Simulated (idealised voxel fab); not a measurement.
Process module heading - voxel capacitor over wiring
Each square cell in cross-section cut measures 5 nm, and the section as a whole is 230 nm wide.
Format of a cross-section: grid, square cells. Given as bands. Order: top down. Band: one or more rows of cells. Within each band entry, the heights of the top and of the bottom of the band appear first, in that order and in nm; the materials of the band then follow from left to right, each with its corresponding width in nm. The designation "full width" on a single material indicates that it fills the band from edge to edge; the designation "blank" indicates empty space. We count height from 0. Below that, the starting wafer is all one material. The lowest band never ends at the bottom but goes on down; see "0 and below" for how that is written. Width spec "30 to 40" -> top row of cells at first value, bottom row at second value, equal per-row change in between. The cross-section has no changed cell in any step marked "no alteration". Enclosed voids (no open way to top), threshold 8 cells or more, entry "Enclosed internal voids", notation width x height at distance, distance from left edge, nm. On each step's line, the part that comes after the settings is the simulator's own comment on the step. On any step carrying a mask, the "overlay nm" setting, if present on the step's line, tells how far right of its planned place the mask lay; negative values point to the left.
Steps planned for the process
1: RECEIVE, material Si
2: CONFORMAL_DEP, material SiO2, thk nm 15
3: CONFORMAL_DEP, material SiN, thk nm 5
4: DIRECTIONAL_DEP, material SiO2, thk nm 15
5: MASKED_ETCH, tone open, mask id METAL_1, width nm 15, pitch nm 90, etch materials SiO2, depth nm 15, overlay nm 0
6: MASKED_ETCH, tone open, mask id METAL_1, width nm 20, pitch nm 90, etch materials SiN, depth nm 5, overlay nm 0
7: CONFORMAL_DEP, material TiN, thk nm 5
8: FILL_DEP, material Cu, thk nm 5
9: CMP, height nm 35
10: CONFORMAL_DEP, material SiCN, thk nm 5
11: DIRECTIONAL_DEP, material SiO2, thk nm 15
12: MASKED_ETCH, tone open, mask id PLUG_1, width nm 15, etch materials SiO2, depth nm 15, overlay nm 0
13: MASKED_ETCH, tone open, mask id PLUG_1, width nm 15, etch materials SiCN, depth nm 5, overlay nm 0
14: CONFORMAL_DEP, material TiN, thk nm 5
15: FILL_DEP, material Ru, thk nm 5
16: CMP, height nm 55
17: DIRECTIONAL_DEP, material TiN, thk nm 10
18: DIRECTIONAL_DEP, material HfO2, thk nm 5
19: DIRECTIONAL_DEP, material TiN, thk nm 10
20: MASKED_ETCH, tone cover, mask id UPPER_PLATE, width nm 75, etch materials TiN, depth nm 10, overlay nm 0
21: MASKED_ETCH, tone cover, mask id UPPER_PLATE, width nm 75, etch materials HfO2, depth nm 5, overlay nm 0
22: MASKED_ETCH, tone cover, mask id LOWER_PLATE, width nm 85, etch materials TiN, depth nm 10, overlay nm 0
23: FILL_DEP, material SiO2, thk nm 20
24: CMP, height nm 95
25: PATTERN, tone open, mask id PLUG_2, material resist, width nm 15, thk nm 15, overlay nm 0
26: DIRECTIONAL_ETCH, etch materials SiO2, depth nm 15
27: STRIP, etch materials resist
28: CONFORMAL_DEP, material TiN, thk nm 5
29: FILL_DEP, material W, thk nm 5
30: CMP, height nm 95
31: CONFORMAL_DEP, material SiN, thk nm 5
All wafers enter the flow in the same state. The width nm at step 5 differs from wafer to wafer, and the plan gives the value for the first wafer.
First wafer as received, after step 1
0 and below = Si full width
Enclosed internal voids: none
So in this table every wafer gets its own row, and what you see is where it stands at the end of the module: for each material, how many cells it picked up (+) or gave up (-) since we received it, and after that its closed voids
width nm 15; +6 Cu; +15 HfO2; +3 Ru; +43 SiCN; +86 SiN; +667 SiO2; +98 TiN; +2 W; Enclosed internal voids: none
width nm 20; +12 Cu; +15 HfO2; +3 Ru; +43 SiCN; +84 SiN; +661 SiO2; +100 TiN; +2 W; Enclosed internal voids: none
width nm 25; +16 Cu; +15 HfO2; +3 Ru; +43 SiCN; +84 SiN; +655 SiO2; +102 TiN; +2 W; Enclosed internal voids: none
width nm 30; +20 Cu; +15 HfO2; +3 Ru; +43 SiCN; +84 SiN; +649 SiO2; +104 TiN; +2 W; Enclosed internal voids: none
width nm 35; +24 Cu; +15 HfO2; +3 Ru; +43 SiCN; +84 SiN; +643 SiO2; +106 TiN; +2 W; Enclosed internal voids: none
